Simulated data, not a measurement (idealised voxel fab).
process module | voxel double patterning
cross-section cut | 160 nm wide | cells 5 nm
A cross-section is a grid of square cells, given in bands from the top down. A band is one or more rows of cells.
Each band's line starts with the height of the band's top and of its bottom, in nm. Then come its materials from left to right, each with its width in nm. One material with "throughout" fills the band from edge to edge. "air" is empty space.
Height 0 is the level under which the wafer as received is all one material. The lowest band goes on downwards, as in "0 down".
A width such as "30 to 40" changes by the same amount from each row of cells to the next, from the band's top row to its bottom row.
"no change" after a step means that no cell of the cross-section changed.
closed voids: empty space of 8 cells or more with no open way to the top, each as width x height at its distance from the left edge, in nm
after a step's settings: what the simulator itself notes on the step
overlay nm, on a step with a mask: how far to the right of its planned place the mask lay; to the left if negative
plan
1 op RECEIVE | material Si
2 op CONFORMAL_DEP | material SiN | thk nm 5
3 op DIRECTIONAL_DEP | material SiO2 | thk nm 20
4 op DIRECTIONAL_DEP | material SiCN | thk nm 5
5 op DIRECTIONAL_DEP | material aC | thk nm 15
6 op PATTERN | tone open | mask id FIRST | material resist | width nm 15 | pitch nm 50 | thk nm 30 | overlay nm 0
7 op DIRECTIONAL_ETCH | etch materials aC | depth nm 15
8 op STRIP | etch materials resist
9 op DIRECTIONAL_ETCH | etch materials SiCN | depth nm 5
10 op STRIP | etch materials aC
11 op DIRECTIONAL_DEP | material aC | thk nm 10
12 op PATTERN | tone open | mask id SECOND | material resist | width nm 15 | thk nm 25 | overlay nm 0
13 op DIRECTIONAL_ETCH | etch materials aC | depth nm 10
14 op STRIP | etch materials resist
15 op DIRECTIONAL_ETCH | etch materials SiCN | depth nm 5
16 op STRIP | etch materials aC
17 op DIRECTIONAL_ETCH | etch materials SiO2 | depth nm 20
18 op STRIP | etch materials SiCN
as received, after step 1
  0 down: Si throughout
  closed voids: none
first wafer at the end, as planned
  25 to 5: SiO2 45 | air 15 | SiO2 10 | air 15 | SiO2 10 | air 15 | SiO2 50
  5 to 0: SiN throughout
  0 down: Si throughout
  closed voids: none
second wafer at the end: like start, like plan, one mistake
  25 to 20: SiN throughout
  20 to 0: SiO2 throughout
  0 down: Si throughout
  closed voids: none
what went wrong: steps 2 and 3 were swapped
at the end the second wafer has, in cells: 36 more of SiO2
